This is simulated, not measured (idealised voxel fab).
process module | voxel wiring stack
cross-section cut | 150 nm wide | cells 5 nm
A cross-section is a grid of square cells, given in bands from the top down. A band is one or more rows of cells.
Each band's line starts with the height of the band's top and of its bottom, in nm. Then come its materials from left to right, each with its width in nm. One material with "throughout" fills the band from edge to edge. "air" is empty space.
Height 0 is the level under which the wafer as received is all one material. The lowest band goes on downwards, as in "0 down".
A width such as "30 to 40" changes by the same amount from each row of cells to the next, from the band's top row to its bottom row.
"no change" after a step means that no cell of the cross-section changed.
closed voids: empty space of 8 cells or more with no open way to the top, each as width x height at its distance from the left edge, in nm
after a step's settings: what the simulator itself notes on the step
overlay nm, on a step with a mask: how far to the right of its planned place the mask lay; to the left if negative
plan
1 op RECEIVE | material Si
2 op CONFORMAL_DEP | material SiO2 | thk nm 15
3 op CONFORMAL_DEP | material SiCN | thk nm 5
4 op DIRECTIONAL_DEP | material SiO2 | thk nm 15
5 op DIRECTIONAL_DEP | material aC | thk nm 10
6 op PATTERN | tone open | mask id METAL_1 | material resist | width nm 25 | pitch nm 40 | thk nm 25 | overlay nm 0
7 op DIRECTIONAL_ETCH | etch materials aC | depth nm 10
8 op STRIP | etch materials resist
9 op DIRECTIONAL_ETCH | etch materials SiO2 | depth nm 15
10 op DIRECTIONAL_ETCH | etch materials SiCN | depth nm 5
11 op STRIP | etch materials aC
12 op CONFORMAL_DEP | material TiN | thk nm 5
13 op FILL_DEP | material Cu | thk nm 5
14 op CMP | height nm 35
15 op CONFORMAL_DEP | material SiCN | thk nm 5
16 op DIRECTIONAL_DEP | material lowk | thk nm 30
17 op DIRECTIONAL_DEP | material aC | thk nm 15
18 op PATTERN | tone open | mask id METAL_2 | material resist | width nm 25 | pitch nm 40 | thk nm 30 | overlay nm 0
19 op DIRECTIONAL_ETCH | etch materials aC | depth nm 15
20 op STRIP | etch materials resist
21 op DIRECTIONAL_ETCH | etch materials lowk | depth nm 15
22 op STRIP | etch materials aC
23 op MASKED_ETCH | tone open | mask id METAL_2_HOLES | width nm 15 | pitch nm 80 | etch materials lowk | depth nm 15 | overlay nm 0
24 op MASKED_ETCH | tone open | mask id METAL_2_HOLES | width nm 15 | pitch nm 80 | etch materials SiCN | depth nm 5 | overlay nm 0
25 op CONFORMAL_DEP | material TiN | thk nm 5
26 op FILL_DEP | material Ru | thk nm 10
27 op CMP | height nm 70
28 op CONFORMAL_DEP | material SiN | thk nm 5
as received, after step 1
  0 down: Si throughout
  closed voids: none
first wafer at the end, as planned
  75 to 70: SiN throughout
  70 to 60: lowk 20 | TiN 5 | Ru 15 | TiN 5 | lowk 15 | TiN 5 | Ru 15 | TiN 5 | lowk 15 | TiN 5 | Ru 15 | TiN 5 | lowk 25
  60 to 55: lowk 20 | TiN 5 | Ru 5 | TiN 15 | lowk 15 | TiN 25 | lowk 15 | TiN 5 | Ru 5 | TiN 15 | lowk 25
  55 to 40: lowk 20 | TiN 5 | Ru 5 | TiN 5 | lowk 65 | TiN 5 | Ru 5 | TiN 5 | lowk 35
  40 to 35: SiCN 20 | TiN 15 | SiCN 65 | TiN 15 | SiCN 35
  35 to 20: SiO2 20 | TiN 5 | Cu 15 | TiN 5 | SiO2 15 | TiN 5 | Cu 15 | TiN 5 | SiO2 15 | TiN 5 | Cu 15 | TiN 5 | SiO2 25
  20 to 15: SiCN 20 | TiN 25 | SiCN 15 | TiN 25 | SiCN 15 | TiN 25 | SiCN 25
  15 to 0: SiO2 throughout
  0 down: Si throughout
  closed voids: none
second wafer at the end: like start, like plan, one mistake
  75 to 70: SiN throughout
  70 to 60: Ru throughout
  60 to 55: TiN 65 | Ru 15 | TiN 70
  55 to 45: lowk 35 | TiN 10 | lowk 15 | TiN 5 | Ru 15 | TiN 5 | lowk 30 | TiN 10 | lowk 25
  45 to 40: lowk 35 | TiN 10 | lowk 15 | TiN 25 | lowk 30 | TiN 10 | lowk 25
  40 to 35: SiCN throughout
  35 to 20: SiO2 20 | TiN 5 | Cu 15 | TiN 5 | SiO2 15 | TiN 5 | Cu 15 | TiN 5 | SiO2 15 | TiN 5 | Cu 15 | TiN 5 | SiO2 25
  20 to 15: SiCN 20 | TiN 25 | SiCN 15 | TiN 25 | SiCN 15 | TiN 25 | SiCN 25
  15 to 0: SiO2 throughout
  0 down: Si throughout
  closed voids: none
what went wrong: step 23 ran as: op MASKED_ETCH | tone cover | mask id METAL_2_HOLES | width nm 15 | pitch nm 80 | etch materials lowk | depth nm 15 | overlay nm 0
at the end the second wafer has, in cells: 43 more of Ru | 6 more of SiCN | 5 more of TiN | 54 fewer of lowk
